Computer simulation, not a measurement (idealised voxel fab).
Process module under the name voxel self aligned vias
Shown is cross-section cut, with a width of 270 nm and square cells of size 5 nm.
Cross-sections here: square-cell grids, written as top-down lists of bands, a band being one or more rows of cells.
It is stipulated that each band's entry specify, in nanometres, the height of the top of the band and then that of its bottom, followed by the materials of the band in left-to-right sequence, each together with its width in nanometres. A single material marked by the word "full width" is understood to fill the band from edge to edge; the word "air" is understood to denote empty space.
It should be noted that heights are counted from 0, beneath which the wafer as supplied is of one material throughout, and that the lowest band possesses no lower boundary but continues downward, as written in "0 and below".
A width such as "30 to 40" changes by the same amount from each row of cells to the next, from the band's top row to its bottom row.
"no modification" (step): cross-section cells unchanged, all of them.
In "Closed void listing" the enclosed voids are listed, meaning empty spaces of 8 cells or larger without any opening to the top. The form is width x height at distance, distance from the left edge, units nm.
after a step's settings: what the simulator itself notes on the step
The "overlay nm" setting may appear on a step's line; for a step that uses a mask, it gives how far to the right of its planned position the mask lay, and a negative value indicates the left.
This section lists the process steps that were planned
1 RECEIVE (material Si)
2 CONFORMAL_DEP (material SiO2; thk nm 15)
3 CONFORMAL_DEP (material SiCN; thk nm 5)
4 DIRECTIONAL_DEP (material SiO2; thk nm 20)
5 DIRECTIONAL_DEP (material aC; thk nm 10)
6 PATTERN (tone open; mask id LINES; material resist; width nm 30; pitch nm 70; thk nm 25; overlay nm 0)
7 DIRECTIONAL_ETCH (etch materials aC; depth nm 10)
8 STRIP (etch materials resist)
9 DIRECTIONAL_ETCH (etch materials SiO2; depth nm 20)
10 STRIP (etch materials aC)
11 CONFORMAL_DEP (material TiN; thk nm 5)
12 FILL_DEP (material Ru; thk nm 5)
13 CMP (height nm 40)
14 SELECTIVE_ETCH (etch materials W Ru TiN; depth nm 10)
15 FILL_DEP (material SiN; thk nm 10)
16 CMP (height nm 40)
17 DIRECTIONAL_DEP (material SiO2; thk nm 20)
18 PATTERN (tone open; mask id VIAS; material resist; width nm 50; thk nm 15; overlay nm 0)
19 DIRECTIONAL_ETCH (etch materials SiO2; depth nm 20)
20 DIRECTIONAL_ETCH (etch materials SiN; depth nm 10)
21 STRIP (etch materials resist)
22 CONFORMAL_DEP (material TiN; thk nm 5)
23 FILL_DEP (material W; thk nm 10)
24 CMP (height nm 60)
25 CONFORMAL_DEP (material SiCN; thk nm 5)
Cross-section: wafer on arrival = after step 1
- 0 and below: Si full width
- Closed void listing: none
What the wafer looks like in cross-section after this module, when it starts as shown above and follows the plan above but one mistake is made in running it
- 65 down to 60: SiCN full width
- 60 down to 45: SiO2 75; TiN 5; W 40; TiN 5; SiO2 145
- 45 down to 40: SiO2 75; TiN 15; W 20; TiN 15; SiO2 145
- 40 down to 35: SiO2 85; TiN 5; W 20; TiN 5; SiO2 40; SiN 30; SiO2 85
- 35 down to 30: SiO2 85; TiN 30; SiO2 40; SiN 30; SiO2 85
- 30 down to 25: SiO2 85; TiN 5; Ru 20; TiN 5; SiO2 40; TiN 5; Ru 20; TiN 5; SiO2 85
- 25 down to 20: SiO2 85; TiN 30; SiO2 40; TiN 30; SiO2 85
- 20 down to 5: SiO2 full width
- 5 down to 0: SiCN full width
- 0 and below: Si full width
- Closed void listing: none
Finding, execution versus plan: step 2 ran in the slot meant for step 3, and vice versa
